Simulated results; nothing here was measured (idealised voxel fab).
Process module name: voxel wiring stack
Section cut is 230 nm wide and gridded with 5 nm square cells.
A cross-section in this document is a grid of square cells, and it is written down as bands, the top band listed before the ones below it; a band is made up of one or more rows of cells.
It is stipulated that each band's entry specify, in nanometres, the height of the top of the band and then that of its bottom, followed by the materials of the band in left-to-right sequence, each together with its width in nanometres. A single material marked by the word "all across" is understood to fill the band from edge to edge; the word "empty" is understood to denote empty space.
Heights from 0 (as-received wafer is one material below). Bottom band endless downward, as "0 -> down".
A width such as "30..40" changes by the same amount from each row of cells to the next, from the band's top row to its bottom row.
The cross-section has no changed cell in any step marked "remained the same".
Entry "Enclosed void list". Content: empty spaces with no open connection to the top, size 8 cells or greater. Each: width x height at distance. Distance: from left edge. Unit: nm.
That trailing text on a step's line, after the settings, is the simulator's own remark on the step.
What "overlay nm" on a step's line means: if the step has a mask, that mask lay this far to the right of its planned place, or, when the value is negative, to the left.
Below is the list of planned process steps:
1: RECEIVE,material Si
2: CONFORMAL_DEP,material SiO2,thk nm 10
3: DIRECTIONAL_DEP,material TiN,thk nm 5
4: DIRECTIONAL_DEP,material W,thk nm 20
5: DIRECTIONAL_DEP,material aC,thk nm 10
6: PATTERN,tone cover,mask id METAL_1,material resist,width nm 25,pitch nm 55,thk nm 30,overlay nm 0
7: DIRECTIONAL_ETCH,etch materials aC,depth nm 10
8: STRIP,etch materials resist
9: DIRECTIONAL_ETCH,etch materials W,depth nm 20
10: DIRECTIONAL_ETCH,etch materials TiN,depth nm 5
11: STRIP,etch materials aC
12: CONFORMAL_DEP,material SiN,thk nm 5
13: FILL_DEP,material lowk,thk nm 5
14: CMP,height nm 35
15: CONFORMAL_DEP,material SiCN,thk nm 5
16: DIRECTIONAL_DEP,material lowk,thk nm 30
17: DIRECTIONAL_DEP,material aC,thk nm 15
18: PATTERN,tone open,mask id METAL_2_HOLES,material resist,width nm 15,pitch nm 110,thk nm 35,overlay nm 0
19: DIRECTIONAL_ETCH,etch materials aC,depth nm 15
20: STRIP,etch materials resist
21: DIRECTIONAL_ETCH,etch materials lowk,depth nm 30
22: STRIP,etch materials aC
23: DIRECTIONAL_DEP,material aC,thk nm 10
24: PATTERN,tone open,mask id METAL_2,material resist,width nm 25,pitch nm 55,thk nm 25,overlay nm 0
25: DIRECTIONAL_ETCH,etch materials aC,depth nm 10
26: STRIP,etch materials resist
27: DIRECTIONAL_ETCH,etch materials lowk,depth nm 20
28: DIRECTIONAL_ETCH,etch materials SiCN,depth nm 5
29: STRIP,etch materials aC
30: CONFORMAL_DEP,material TiN,thk nm 5
31: FILL_DEP,material Cu,thk nm 10
32: CMP,height nm 70
33: CONFORMAL_DEP,material SiCN,thk nm 5
34: DIRECTIONAL_DEP,material SiO2,thk nm 30
35: MASKED_ETCH,tone open,mask id METAL_3_HOLES,width nm 15,pitch nm 110,etch materials SiO2,depth nm 30,overlay nm 0
36: PATTERN,tone open,mask id METAL_3,material resist,width nm 25,pitch nm 55,thk nm 15,overlay nm 0
37: DIRECTIONAL_ETCH,etch materials SiO2,depth nm 15
38: DIRECTIONAL_ETCH,etch materials SiCN,depth nm 5
39: STRIP,etch materials resist
40: CONFORMAL_DEP,material TiN,thk nm 5
41: FILL_DEP,material Cu,thk nm 10
42: CMP,height nm 105
43: CONFORMAL_DEP,material SiCN,thk nm 5
44: DIRECTIONAL_DEP,material SiO2,thk nm 15
45: PATTERN,tone open,mask id PLUG_3,material resist,width nm 15,pitch nm 55,thk nm 15,overlay nm 0
46: DIRECTIONAL_ETCH,etch materials SiO2,depth nm 15
47: DIRECTIONAL_ETCH,etch materials SiCN,depth nm 5
48: STRIP,etch materials resist
49: EPI,material Ru,thk nm 10
50: EPI,material Ru,thk nm 10
51: DIRECTIONAL_DEP,material TiN,thk nm 5
52: DIRECTIONAL_DEP,material Ru,thk nm 20
53: DIRECTIONAL_DEP,material aC,thk nm 15
54: PATTERN,tone cover,mask id METAL_4,material resist,width nm 25,pitch nm 55,thk nm 35,overlay nm 0
55: DIRECTIONAL_ETCH,etch materials aC,depth nm 15
56: STRIP,etch materials resist
57: DIRECTIONAL_ETCH,etch materials Ru,depth nm 20
58: DIRECTIONAL_ETCH,etch materials TiN,depth nm 5
59: STRIP,etch materials aC
60: CONFORMAL_DEP,material SiCN,thk nm 5
61: FILL_DEP,material lowk,thk nm 5
62: CMP,height nm 150
63: CONFORMAL_DEP,material SiCN,thk nm 5
First of two wafers - as planned:
As-received state of the wafer in cross-section, equivalent to post-step 1:
* 0 -> down: Si all across
* Enclosed void list: none
Wafer after step 2 (cross-section):
* 10 -> 0: SiO2 all across
* Everything below 0 is unchanged.
Wafer after step 3 (cross-section):
* 15 -> 10: TiN all across
* Everything below 10 is unchanged.
Wafer after step 4 (cross-section):
* 35 -> 15: W all across
* Everything below 15 is unchanged.
Wafer after step 5 (cross-section):
* 45 -> 35: aC all across
* Everything below 35 is unchanged.
Wafer after step 6 (cross-section):
* 75 -> 45: empty: 20  resist: 25  empty: 30  resist: 25  empty: 30  resist: 25  empty: 30  resist: 25  empty: 20
* Everything below 45 is unchanged.
Wafer after step 7 (cross-section):
* 65 -> 45: empty: 20  resist: 25  empty: 30  resist: 25  empty: 30  resist: 25  empty: 30  resist: 25  empty: 20
* 45 -> 35: empty: 20  aC: 25  empty: 30  aC: 25  empty: 30  aC: 25  empty: 30  aC: 25  empty: 20
* Everything below 35 is unchanged.
Wafer after step 8 (cross-section):
* 45 -> 35: empty: 20  aC: 25  empty: 30  aC: 25  empty: 30  aC: 25  empty: 30  aC: 25  empty: 20
* Everything below 35 is unchanged.
Wafer after step 9 (cross-section):
* 45 -> 35: empty: 20  aC: 25  empty: 30  aC: 25  empty: 30  aC: 25  empty: 30  aC: 25  empty: 20
* 35 -> 15: empty: 20  W: 25  empty: 30  W: 25  empty: 30  W: 25  empty: 30  W: 25  empty: 20
* Everything below 15 is unchanged.
Wafer after step 10 (cross-section):
* 45 -> 35: empty: 20  aC: 25  empty: 30  aC: 25  empty: 30  aC: 25  empty: 30  aC: 25  empty: 20
* 35 -> 15: empty: 20  W: 25  empty: 30  W: 25  empty: 30  W: 25  empty: 30  W: 25  empty: 20
* 15 -> 10: empty: 20  TiN: 25  empty: 30  TiN: 25  empty: 30  TiN: 25  empty: 30  TiN: 25  empty: 20
* Everything below 10 is unchanged.
Wafer after step 11 (cross-section):
* 35 -> 15: empty: 20  W: 25  empty: 30  W: 25  empty: 30  W: 25  empty: 30  W: 25  empty: 20
* Everything below 15 is unchanged.
Wafer after step 12 (cross-section):
* 40 -> 35: empty: 15  SiN: 35  empty: 20  SiN: 35  empty: 20  SiN: 35  empty: 20  SiN: 35  empty: 15
* 35 -> 15: empty: 15  SiN: 5  W: 25  SiN: 5  empty: 20  SiN: 5  W: 25  SiN: 5  empty: 20  SiN: 5  W: 25  SiN: 5  empty: 20  SiN: 5  W: 25  SiN: 5  empty: 15
* 15 -> 10: SiN: 20  TiN: 25  SiN: 30  TiN: 25  SiN: 30  TiN: 25  SiN: 30  TiN: 25  SiN: 20
* Everything below 10 is unchanged.
Wafer after step 13 (cross-section):
* 45 -> 40: lowk all across
* 40 -> 35: lowk: 15  SiN: 35  lowk: 20  SiN: 35  lowk: 20  SiN: 35  lowk: 20  SiN: 35  lowk: 15
* 35 -> 15: lowk: 15  SiN: 5  W: 25  SiN: 5  lowk: 20  SiN: 5  W: 25  SiN: 5  lowk: 20  SiN: 5  W: 25  SiN: 5  lowk: 20  SiN: 5  W: 25  SiN: 5  lowk: 15
* Everything below 15 is unchanged.
Wafer after step 14 (cross-section):
* 35 -> 15: lowk: 15  SiN: 5  W: 25  SiN: 5  lowk: 20  SiN: 5  W: 25  SiN: 5  lowk: 20  SiN: 5  W: 25  SiN: 5  lowk: 20  SiN: 5  W: 25  SiN: 5  lowk: 15
* Everything below 15 is unchanged.
Wafer after step 15 (cross-section):
* 40 -> 35: SiCN all across
* Everything below 35 is unchanged.
Wafer after step 16 (cross-section):
* 70 -> 40: lowk all across
* Everything below 40 is unchanged.
Wafer after step 17 (cross-section):
* 85 -> 70: aC all across
* Everything below 70 is unchanged.
Wafer after step 18 (cross-section):
* 120 -> 85: resist: 20  empty: 15  resist: 95  empty: 15  resist: 85
* Everything below 85 is unchanged.
Wafer after step 19 (cross-section):
* 105 -> 85: resist: 20  empty: 15  resist: 95  empty: 15  resist: 85
* 85 -> 70: aC: 20  empty: 15  aC: 95  empty: 15  aC: 85
* Everything below 70 is unchanged.
Wafer after step 20 (cross-section):
* 85 -> 70: aC: 20  empty: 15  aC: 95  empty: 15  aC: 85
* Everything below 70 is unchanged.
Wafer after step 21 (cross-section):
* 85 -> 70: aC: 20  empty: 15  aC: 95  empty: 15  aC: 85
* 70 -> 40: lowk: 20  empty: 15  lowk: 95  empty: 15  lowk: 85
* Everything below 40 is unchanged.
Wafer after step 22 (cross-section):
* 70 -> 40: lowk: 20  empty: 15  lowk: 95  empty: 15  lowk: 85
* Everything below 40 is unchanged.
Wafer after step 23 (cross-section):
* 80 -> 70: aC: 20  empty: 15  aC: 95  empty: 15  aC: 85
* 70 -> 50: lowk: 20  empty: 15  lowk: 95  empty: 15  lowk: 85
* 50 -> 40: lowk: 20  aC: 15  lowk: 95  aC: 15  lowk: 85
* Everything below 40 is unchanged.
Wafer after step 24 (cross-section):
* 105 -> 80: resist: 20  empty: 25  resist: 30  empty: 25  resist: 30  empty: 25  resist: 30  empty: 25  resist: 20
* Everything below 80 is unchanged.
Wafer after step 25 (cross-section):
* 95 -> 80: resist: 20  empty: 25  resist: 30  empty: 25  resist: 30  empty: 25  resist: 30  empty: 25  resist: 20
* 80 -> 70: aC: 20  empty: 25  aC: 30  empty: 25  aC: 30  empty: 25  aC: 30  empty: 25  aC: 20
* 70 -> 40: lowk: 20  empty: 15  lowk: 95  empty: 15  lowk: 85
* Everything below 40 is unchanged.
Wafer after step 26 (cross-section):
* 80 -> 70: aC: 20  empty: 25  aC: 30  empty: 25  aC: 30  empty: 25  aC: 30  empty: 25  aC: 20
* Everything below 70 is unchanged.
Wafer after step 27 (cross-section):
* 80 -> 70: aC: 20  empty: 25  aC: 30  empty: 25  aC: 30  empty: 25  aC: 30  empty: 25  aC: 20
* 70 -> 50: lowk: 20  empty: 25  lowk: 30  empty: 25  lowk: 30  empty: 25  lowk: 30  empty: 25  lowk: 20
* Everything below 50 is unchanged.
Wafer after step 28 (cross-section):
* 80 -> 70: aC: 20  empty: 25  aC: 30  empty: 25  aC: 30  empty: 25  aC: 30  empty: 25  aC: 20
* 70 -> 50: lowk: 20  empty: 25  lowk: 30  empty: 25  lowk: 30  empty: 25  lowk: 30  empty: 25  lowk: 20
* 50 -> 40: lowk: 20  empty: 15  lowk: 95  empty: 15  lowk: 85
* 40 -> 35: SiCN: 20  empty: 15  SiCN: 95  empty: 15  SiCN: 85
* Everything below 35 is unchanged.
Wafer after step 29 (cross-section):
* 70 -> 50: lowk: 20  empty: 25  lowk: 30  empty: 25  lowk: 30  empty: 25  lowk: 30  empty: 25  lowk: 20
* Everything below 50 is unchanged.
Wafer after step 30 (cross-section):
* 75 -> 70: TiN: 25  empty: 15  TiN: 40  empty: 15  TiN: 40  empty: 15  TiN: 40  empty: 15  TiN: 25
* 70 -> 55: lowk: 20  TiN: 5  empty: 15  TiN: 5  lowk: 30  TiN: 5  empty: 15  TiN: 5  lowk: 30  TiN: 5  empty: 15  TiN: 5  lowk: 30  TiN: 5  empty: 15  TiN: 5  lowk: 20
* 55 -> 50: lowk: 20  TiN: 5  empty: 5  TiN: 15  lowk: 30  TiN: 25  lowk: 30  TiN: 5  empty: 5  TiN: 15  lowk: 30  TiN: 25  lowk: 20
* 50 -> 40: lowk: 20  TiN: 5  empty: 5  TiN: 5  lowk: 95  TiN: 5  empty: 5  TiN: 5  lowk: 85
* 40 -> 35: SiCN: 20  TiN: 15  SiCN: 95  TiN: 15  SiCN: 85
* Everything below 35 is unchanged.
Wafer after step 31 (cross-section):
* 85 -> 75: Cu all across
* 75 -> 70: TiN: 25  Cu: 15  TiN: 40  Cu: 15  TiN: 40  Cu: 15  TiN: 40  Cu: 15  TiN: 25
* 70 -> 55: lowk: 20  TiN: 5  Cu: 15  TiN: 5  lowk: 30  TiN: 5  Cu: 15  TiN: 5  lowk: 30  TiN: 5  Cu: 15  TiN: 5  lowk: 30  TiN: 5  Cu: 15  TiN: 5  lowk: 20
* 55 -> 50: lowk: 20  TiN: 5  Cu: 5  TiN: 15  lowk: 30  TiN: 25  lowk: 30  TiN: 5  Cu: 5  TiN: 15  lowk: 30  TiN: 25  lowk: 20
* 50 -> 40: lowk: 20  TiN: 5  Cu: 5  TiN: 5  lowk: 95  TiN: 5  Cu: 5  TiN: 5  lowk: 85
* Everything below 40 is unchanged.
Wafer after step 32 (cross-section):
* 70 -> 55: lowk: 20  TiN: 5  Cu: 15  TiN: 5  lowk: 30  TiN: 5  Cu: 15  TiN: 5  lowk: 30  TiN: 5  Cu: 15  TiN: 5  lowk: 30  TiN: 5  Cu: 15  TiN: 5  lowk: 20
* Everything below 55 is unchanged.
Wafer after step 33 (cross-section):
* 75 -> 70: SiCN all across
* Everything below 70 is unchanged.
Wafer after step 34 (cross-section):
* 105 -> 75: SiO2 all across
* Everything below 75 is unchanged.
Wafer after step 35 (cross-section):
* 105 -> 75: SiO2: 20  empty: 15  SiO2: 95  empty: 15  SiO2: 85
* Everything below 75 is unchanged.
Wafer after step 36 (cross-section):
* 120 -> 105: resist: 20  empty: 25  resist: 30  empty: 25  resist: 30  empty: 25  resist: 30  empty: 25  resist: 20
* Everything below 105 is unchanged.
Wafer after step 37 (cross-section):
* 120 -> 105: resist: 20  empty: 25  resist: 30  empty: 25  resist: 30  empty: 25  resist: 30  empty: 25  resist: 20
* 105 -> 90: SiO2: 20  empty: 25  SiO2: 30  empty: 25  SiO2: 30  empty: 25  SiO2: 30  empty: 25  SiO2: 20
* Everything below 90 is unchanged.
Wafer after step 38 (cross-section):
* 120 -> 105: resist: 20  empty: 25  resist: 30  empty: 25  resist: 30  empty: 25  resist: 30  empty: 25  resist: 20
* 105 -> 90: SiO2: 20  empty: 25  SiO2: 30  empty: 25  SiO2: 30  empty: 25  SiO2: 30  empty: 25  SiO2: 20
* 90 -> 75: SiO2: 20  empty: 15  SiO2: 95  empty: 15  SiO2: 85
* 75 -> 70: SiCN: 20  empty: 15  SiCN: 95  empty: 15  SiCN: 85
* Everything below 70 is unchanged.
Wafer after step 39 (cross-section):
* 105 -> 90: SiO2: 20  empty: 25  SiO2: 30  empty: 25  SiO2: 30  empty: 25  SiO2: 30  empty: 25  SiO2: 20
* Everything below 90 is unchanged.
Wafer after step 40 (cross-section):
* 110 -> 105: TiN: 25  empty: 15  TiN: 40  empty: 15  TiN: 40  empty: 15  TiN: 40  empty: 15  TiN: 25
* 105 -> 95: SiO2: 20  TiN: 5  empty: 15  TiN: 5  SiO2: 30  TiN: 5  empty: 15  TiN: 5  SiO2: 30  TiN: 5  empty: 15  TiN: 5  SiO2: 30  TiN: 5  empty: 15  TiN: 5  SiO2: 20
* 95 -> 90: SiO2: 20  TiN: 5  empty: 5  TiN: 15  SiO2: 30  TiN: 25  SiO2: 30  TiN: 5  empty: 5  TiN: 15  SiO2: 30  TiN: 25  SiO2: 20
* 90 -> 75: SiO2: 20  TiN: 5  empty: 5  TiN: 5  SiO2: 95  TiN: 5  empty: 5  TiN: 5  SiO2: 85
* 75 -> 70: SiCN: 20  TiN: 15  SiCN: 95  TiN: 15  SiCN: 85
* Everything below 70 is unchanged.
Wafer after step 41 (cross-section):
* 120 -> 110: Cu all across
* 110 -> 105: TiN: 25  Cu: 15  TiN: 40  Cu: 15  TiN: 40  Cu: 15  TiN: 40  Cu: 15  TiN: 25
* 105 -> 95: SiO2: 20  TiN: 5  Cu: 15  TiN: 5  SiO2: 30  TiN: 5  Cu: 15  TiN: 5  SiO2: 30  TiN: 5  Cu: 15  TiN: 5  SiO2: 30  TiN: 5  Cu: 15  TiN: 5  SiO2: 20
* 95 -> 90: SiO2: 20  TiN: 5  Cu: 5  TiN: 15  SiO2: 30  TiN: 25  SiO2: 30  TiN: 5  Cu: 5  TiN: 15  SiO2: 30  TiN: 25  SiO2: 20
* 90 -> 75: SiO2: 20  TiN: 5  Cu: 5  TiN: 5  SiO2: 95  TiN: 5  Cu: 5  TiN: 5  SiO2: 85
* Everything below 75 is unchanged.
Wafer after step 42 (cross-section):
* 105 -> 95: SiO2: 20  TiN: 5  Cu: 15  TiN: 5  SiO2: 30  TiN: 5  Cu: 15  TiN: 5  SiO2: 30  TiN: 5  Cu: 15  TiN: 5  SiO2: 30  TiN: 5  Cu: 15  TiN: 5  SiO2: 20
* Everything below 95 is unchanged.
Wafer after step 43 (cross-section):
* 110 -> 105: SiCN all across
* Everything below 105 is unchanged.
Wafer after step 44 (cross-section):
* 125 -> 110: SiO2 all across
* Everything below 110 is unchanged.
Wafer after step 45 (cross-section):
* 140 -> 125: resist: 20  empty: 15  resist: 40  empty: 15  resist: 40  empty: 15  resist: 40  empty: 15  resist: 30
* Everything below 125 is unchanged.
Wafer after step 46 (cross-section):
* 140 -> 125: resist: 20  empty: 15  resist: 40  empty: 15  resist: 40  empty: 15  resist: 40  empty: 15  resist: 30
* 125 -> 110: SiO2: 20  empty: 15  SiO2: 40  empty: 15  SiO2: 40  empty: 15  SiO2: 40  empty: 15  SiO2: 30
* Everything below 110 is unchanged.
Wafer after step 47 (cross-section):
* 140 -> 125: resist: 20  empty: 15  resist: 40  empty: 15  resist: 40  empty: 15  resist: 40  empty: 15  resist: 30
* 125 -> 110: SiO2: 20  empty: 15  SiO2: 40  empty: 15  SiO2: 40  empty: 15  SiO2: 40  empty: 15  SiO2: 30
* 110 -> 105: SiCN: 20  empty: 15  SiCN: 40  empty: 15  SiCN: 40  empty: 15  SiCN: 40  empty: 15  SiCN: 30
* Everything below 105 is unchanged.
Wafer after step 48 (cross-section):
* 125 -> 110: SiO2: 20  empty: 15  SiO2: 40  empty: 15  SiO2: 40  empty: 15  SiO2: 40  empty: 15  SiO2: 30
* Everything below 110 is unchanged.
Wafer after step 49 (cross-section):
* 125 -> 115: SiO2: 20  empty: 15  SiO2: 40  empty: 15  SiO2: 40  empty: 15  SiO2: 40  empty: 15  SiO2: 30
* 115 -> 110: SiO2: 20  Ru: 15  SiO2: 40  Ru: 15  SiO2: 40  Ru: 15  SiO2: 40  Ru: 15  SiO2: 30
* 110 -> 105: SiCN: 20  Ru: 15  SiCN: 40  Ru: 15  SiCN: 40  Ru: 15  SiCN: 40  Ru: 15  SiCN: 30
* Everything below 105 is unchanged.
Wafer after step 50 (cross-section):
* 125 -> 110: SiO2: 20  Ru: 15  SiO2: 40  Ru: 15  SiO2: 40  Ru: 15  SiO2: 40  Ru: 15  SiO2: 30
* Everything below 110 is unchanged.
Wafer after step 51 (cross-section):
* 130 -> 125: TiN all across
* Everything below 125 is unchanged.
Wafer after step 52 (cross-section):
* 150 -> 130: Ru all across
* Everything below 130 is unchanged.
Wafer after step 53 (cross-section):
* 165 -> 150: aC all across
* Everything below 150 is unchanged.
Wafer after step 54 (cross-section):
* 200 -> 165: empty: 20  resist: 25  empty: 30  resist: 25  empty: 30  resist: 25  empty: 30  resist: 25  empty: 20
* Everything below 165 is unchanged.
Wafer after step 55 (cross-section):
* 185 -> 165: empty: 20  resist: 25  empty: 30  resist: 25  empty: 30  resist: 25  empty: 30  resist: 25  empty: 20
* 165 -> 150: empty: 20  aC: 25  empty: 30  aC: 25  empty: 30  aC: 25  empty: 30  aC: 25  empty: 20
* Everything below 150 is unchanged.
Wafer after step 56 (cross-section):
* 165 -> 150: empty: 20  aC: 25  empty: 30  aC: 25  empty: 30  aC: 25  empty: 30  aC: 25  empty: 20
* Everything below 150 is unchanged.
Wafer after step 57 (cross-section):
* 165 -> 150: empty: 20  aC: 25  empty: 30  aC: 25  empty: 30  aC: 25  empty: 30  aC: 25  empty: 20
* 150 -> 130: empty: 20  Ru: 25  empty: 30  Ru: 25  empty: 30  Ru: 25  empty: 30  Ru: 25  empty: 20
* Everything below 130 is unchanged.
Wafer after step 58 (cross-section):
* 165 -> 150: empty: 20  aC: 25  empty: 30  aC: 25  empty: 30  aC: 25  empty: 30  aC: 25  empty: 20
* 150 -> 130: empty: 20  Ru: 25  empty: 30  Ru: 25  empty: 30  Ru: 25  empty: 30  Ru: 25  empty: 20
* 130 -> 125: empty: 20  TiN: 25  empty: 30  TiN: 25  empty: 30  TiN: 25  empty: 30  TiN: 25  empty: 20
* Everything below 125 is unchanged.
Wafer after step 59 (cross-section):
* 150 -> 130: empty: 20  Ru: 25  empty: 30  Ru: 25  empty: 30  Ru: 25  empty: 30  Ru: 25  empty: 20
* Everything below 130 is unchanged.
Wafer after step 60 (cross-section):
* 155 -> 150: empty: 15  SiCN: 35  empty: 20  SiCN: 35  empty: 20  SiCN: 35  empty: 20  SiCN: 35  empty: 15
* 150 -> 130: empty: 15  SiCN: 5  Ru: 25  SiCN: 5  empty: 20  SiCN: 5  Ru: 25  SiCN: 5  empty: 20  SiCN: 5  Ru: 25  SiCN: 5  empty: 20  SiCN: 5  Ru: 25  SiCN: 5  empty: 15
* 130 -> 125: SiCN: 20  TiN: 25  SiCN: 30  TiN: 25  SiCN: 30  TiN: 25  SiCN: 30  TiN: 25  SiCN: 20
* Everything below 125 is unchanged.
Wafer after step 61 (cross-section):
* 160 -> 155: lowk all across
* 155 -> 150: lowk: 15  SiCN: 35  lowk: 20  SiCN: 35  lowk: 20  SiCN: 35  lowk: 20  SiCN: 35  lowk: 15
* 150 -> 130: lowk: 15  SiCN: 5  Ru: 25  SiCN: 5  lowk: 20  SiCN: 5  Ru: 25  SiCN: 5  lowk: 20  SiCN: 5  Ru: 25  SiCN: 5  lowk: 20  SiCN: 5  Ru: 25  SiCN: 5  lowk: 15
* Everything below 130 is unchanged.
Wafer after step 62 (cross-section):
* 150 -> 130: lowk: 15  SiCN: 5  Ru: 25  SiCN: 5  lowk: 20  SiCN: 5  Ru: 25  SiCN: 5  lowk: 20  SiCN: 5  Ru: 25  SiCN: 5  lowk: 20  SiCN: 5  Ru: 25  SiCN: 5  lowk: 15
* Everything below 130 is unchanged.
Wafer after step 63 (cross-section):
* 155 -> 150: SiCN all across
* Everything below 150 is unchanged.
What follows concerns the second wafer, which started out like the first and was meant to follow the very same plan; one mistake crept in when it was run, but everything up to and including step 44 is the same as for the first wafer:
The second wafer in cross-section, at the planned close of step 45:
* 140 -> 125: resist: 15  empty: 25  resist: 30  empty: 25  resist: 30  empty: 25  resist: 30  empty: 25  resist: 25
* Everything below 125 is unchanged.
The second wafer in cross-section, at the planned close of step 46:
* 140 -> 125: resist: 15  empty: 25  resist: 30  empty: 25  resist: 30  empty: 25  resist: 30  empty: 25  resist: 25
* 125 -> 110: SiO2: 15  empty: 25  SiO2: 30  empty: 25  SiO2: 30  empty: 25  SiO2: 30  empty: 25  SiO2: 25
* Everything below 110 is unchanged.
The second wafer in cross-section, at the planned close of step 47:
* 140 -> 125: resist: 15  empty: 25  resist: 30  empty: 25  resist: 30  empty: 25  resist: 30  empty: 25  resist: 25
* 125 -> 110: SiO2: 15  empty: 25  SiO2: 30  empty: 25  SiO2: 30  empty: 25  SiO2: 30  empty: 25  SiO2: 25
* 110 -> 105: SiCN: 15  empty: 25  SiCN: 30  empty: 25  SiCN: 30  empty: 25  SiCN: 30  empty: 25  SiCN: 25
* Everything below 105 is unchanged.
The second wafer in cross-section, at the planned close of step 48:
* 125 -> 110: SiO2: 15  empty: 25  SiO2: 30  empty: 25  SiO2: 30  empty: 25  SiO2: 30  empty: 25  SiO2: 25
* Everything below 110 is unchanged.
The second wafer in cross-section, at the planned close of step 49:
* 125 -> 115: SiO2: 15  empty: 25  SiO2: 30  empty: 25  SiO2: 30  empty: 25  SiO2: 30  empty: 25  SiO2: 25
* 115 -> 110: SiO2: 15  Ru: 25  SiO2: 30  Ru: 25  SiO2: 30  Ru: 25  SiO2: 30  Ru: 25  SiO2: 25
* 110 -> 105: SiCN: 15  Ru: 25  SiCN: 30  Ru: 25  SiCN: 30  Ru: 25  SiCN: 30  Ru: 25  SiCN: 25
* Everything below 105 is unchanged.
The second wafer in cross-section, at the planned close of step 50:
* 125 -> 110: SiO2: 15  Ru: 25  SiO2: 30  Ru: 25  SiO2: 30  Ru: 25  SiO2: 30  Ru: 25  SiO2: 25
* Everything below 110 is unchanged.
The second wafer in cross-section, at the planned close of step 51:
* 130 -> 125: TiN all across
* Everything below 125 is unchanged.
The second wafer in cross-section, at the planned close of step 52:
* 150 -> 130: Ru all across
* Everything below 130 is unchanged.
The second wafer in cross-section, at the planned close of step 53:
* 165 -> 150: aC all across
* Everything below 150 is unchanged.
The second wafer in cross-section, at the planned close of step 54:
* 200 -> 165: empty: 20  resist: 25  empty: 30  resist: 25  empty: 30  resist: 25  empty: 30  resist: 25  empty: 20
* Everything below 165 is unchanged.
The second wafer in cross-section, at the planned close of step 55:
* 185 -> 165: empty: 20  resist: 25  empty: 30  resist: 25  empty: 30  resist: 25  empty: 30  resist: 25  empty: 20
* 165 -> 150: empty: 20  aC: 25  empty: 30  aC: 25  empty: 30  aC: 25  empty: 30  aC: 25  empty: 20
* Everything below 150 is unchanged.
The second wafer in cross-section, at the planned close of step 56:
* 165 -> 150: empty: 20  aC: 25  empty: 30  aC: 25  empty: 30  aC: 25  empty: 30  aC: 25  empty: 20
* Everything below 150 is unchanged.
The second wafer in cross-section, at the planned close of step 57:
* 165 -> 150: empty: 20  aC: 25  empty: 30  aC: 25  empty: 30  aC: 25  empty: 30  aC: 25  empty: 20
* 150 -> 130: empty: 20  Ru: 25  empty: 30  Ru: 25  empty: 30  Ru: 25  empty: 30  Ru: 25  empty: 20
* Everything below 130 is unchanged.
The second wafer in cross-section, at the planned close of step 58:
* 165 -> 150: empty: 20  aC: 25  empty: 30  aC: 25  empty: 30  aC: 25  empty: 30  aC: 25  empty: 20
* 150 -> 130: empty: 20  Ru: 25  empty: 30  Ru: 25  empty: 30  Ru: 25  empty: 30  Ru: 25  empty: 20
* 130 -> 125: empty: 20  TiN: 25  empty: 30  TiN: 25  empty: 30  TiN: 25  empty: 30  TiN: 25  empty: 20
* Everything below 125 is unchanged.
The second wafer in cross-section, at the planned close of step 59:
* 150 -> 130: empty: 20  Ru: 25  empty: 30  Ru: 25  empty: 30  Ru: 25  empty: 30  Ru: 25  empty: 20
* Everything below 130 is unchanged.
The second wafer in cross-section, at the planned close of step 60:
* 155 -> 150: empty: 15  SiCN: 35  empty: 20  SiCN: 35  empty: 20  SiCN: 35  empty: 20  SiCN: 35  empty: 15
* 150 -> 130: empty: 15  SiCN: 5  Ru: 25  SiCN: 5  empty: 20  SiCN: 5  Ru: 25  SiCN: 5  empty: 20  SiCN: 5  Ru: 25  SiCN: 5  empty: 20  SiCN: 5  Ru: 25  SiCN: 5  empty: 15
* 130 -> 125: SiCN: 20  TiN: 25  SiCN: 30  TiN: 25  SiCN: 30  TiN: 25  SiCN: 30  TiN: 25  SiCN: 20
* Everything below 125 is unchanged.
The second wafer in cross-section, at the planned close of step 61:
* 160 -> 155: lowk all across
* 155 -> 150: lowk: 15  SiCN: 35  lowk: 20  SiCN: 35  lowk: 20  SiCN: 35  lowk: 20  SiCN: 35  lowk: 15
* 150 -> 130: lowk: 15  SiCN: 5  Ru: 25  SiCN: 5  lowk: 20  SiCN: 5  Ru: 25  SiCN: 5  lowk: 20  SiCN: 5  Ru: 25  SiCN: 5  lowk: 20  SiCN: 5  Ru: 25  SiCN: 5  lowk: 15
* Everything below 130 is unchanged.
The second wafer in cross-section, at the planned close of step 62:
* 150 -> 130: lowk: 15  SiCN: 5  Ru: 25  SiCN: 5  lowk: 20  SiCN: 5  Ru: 25  SiCN: 5  lowk: 20  SiCN: 5  Ru: 25  SiCN: 5  lowk: 20  SiCN: 5  Ru: 25  SiCN: 5  lowk: 15
* Everything below 130 is unchanged.
The second wafer in cross-section, at the planned close of step 63:
* 155 -> 150: SiCN all across
* Everything below 150 is unchanged.
Processing error: step 45 ran with different settings than intended, the actual operation and settings being PATTERN,tone open,mask id PLUG_3,material resist,width nm 25,pitch nm 55,thk nm 15,overlay nm 0
Final cells, second wafer relative to first, materials higher or lower: Ru: 32 more, SiCN: 8 fewer, SiO2: 24 fewer
